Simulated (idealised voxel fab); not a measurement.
process module | voxel ribs on slabs
cross-section cut | 285 nm wide | cells 5 nm
A cross-section is a grid of square cells, given in bands from the top down. A band is one or more rows of cells.
Each band's line starts with the height of the band's top and of its bottom, in nm. Then come its materials from left to right, each with its width in nm. One material with "throughout" fills the band from edge to edge. "air" is empty space.
Height 0 is the level under which the wafer as received is all one material. The lowest band goes on downwards, as in "0 down".
A width such as "30 to 40" changes by the same amount from each row of cells to the next, from the band's top row to its bottom row.
"no change" after a step means that no cell of the cross-section changed.
closed voids: empty space of 8 cells or more with no open way to the top, each as width x height at its distance from the left edge, in nm
after a step's settings: what the simulator itself notes on the step
overlay nm, on a step with a mask: how far to the right of its planned place the mask lay; to the left if negative
plan
1 op RECEIVE | material Si
2 op DIRECTIONAL_DEP | material SiO2 | thk nm 20
3 op DIRECTIONAL_DEP | material SiN | thk nm 20
4 op MASKED_ETCH | tone cover | mask id RIB | width nm 20 | etch materials SiN | depth nm 10 | overlay nm -15
5 op PATTERN | tone cover | mask id SLAB | material resist | width nm 60 | thk nm 20 | overlay nm 0
6 op DIRECTIONAL_ETCH | etch materials SiN | depth nm 10
7 op STRIP | etch materials resist
8 op FILL_DEP | material SiO2 | thk nm 20
9 op CMP | height nm 55
10 op DIRECTIONAL_DEP | material W | thk nm 10
11 op MASKED_ETCH | tone cover | mask id HEATER | width nm 30 | etch materials W | depth nm 10 | overlay nm 0
12 op CONFORMAL_DEP | material SiO2 | thk nm 10
varied across the wafers: overlay nm of step 4. The plan shows the first wafer's value. All wafers start alike
first wafer as received, after step 1
  0 down: Si throughout
  closed voids: none
first wafer at the end, after step 12
  75 to 65: air 115 | SiO2 50 | air 120
  65 to 55: SiO2 125 | W 30 | SiO2 130
  55 to 40: SiO2 throughout
  40 to 30: SiO2 115 | SiN 20 | SiO2 150
  30 to 20: SiO2 110 | SiN 60 | SiO2 115
  20 to 0: SiO2 throughout
  0 down: Si throughout
  closed voids: none
last wafer at the end
  75 to 65: air 115 | SiO2 50 | air 120
  65 to 55: SiO2 125 | W 30 | SiO2 130
  55 to 40: SiO2 throughout
  40 to 30: SiO2 145 | SiN 20 | SiO2 120
  30 to 20: SiO2 110 | SiN 60 | SiO2 115
  20 to 0: SiO2 throughout
  0 down: Si throughout
  closed voids: none
each wafer at the end: cells of each material gained (+) or lost (-) since it was received, then its closed voids
overlay nm -15 | +32 SiN | +717 SiO2 | +12 W | closed voids: none
overlay nm -10 | +32 SiN | +717 SiO2 | +12 W | closed voids: none
overlay nm -5 | +32 SiN | +717 SiO2 | +12 W | closed voids: none
overlay nm 0 | +32 SiN | +717 SiO2 | +12 W | closed voids: none
overlay nm 5 | +32 SiN | +717 SiO2 | +12 W | closed voids: none
overlay nm 10 | +32 SiN | +717 SiO2 | +12 W | closed voids: none
overlay nm 15 | +32 SiN | +717 SiO2 | +12 W | closed voids: none
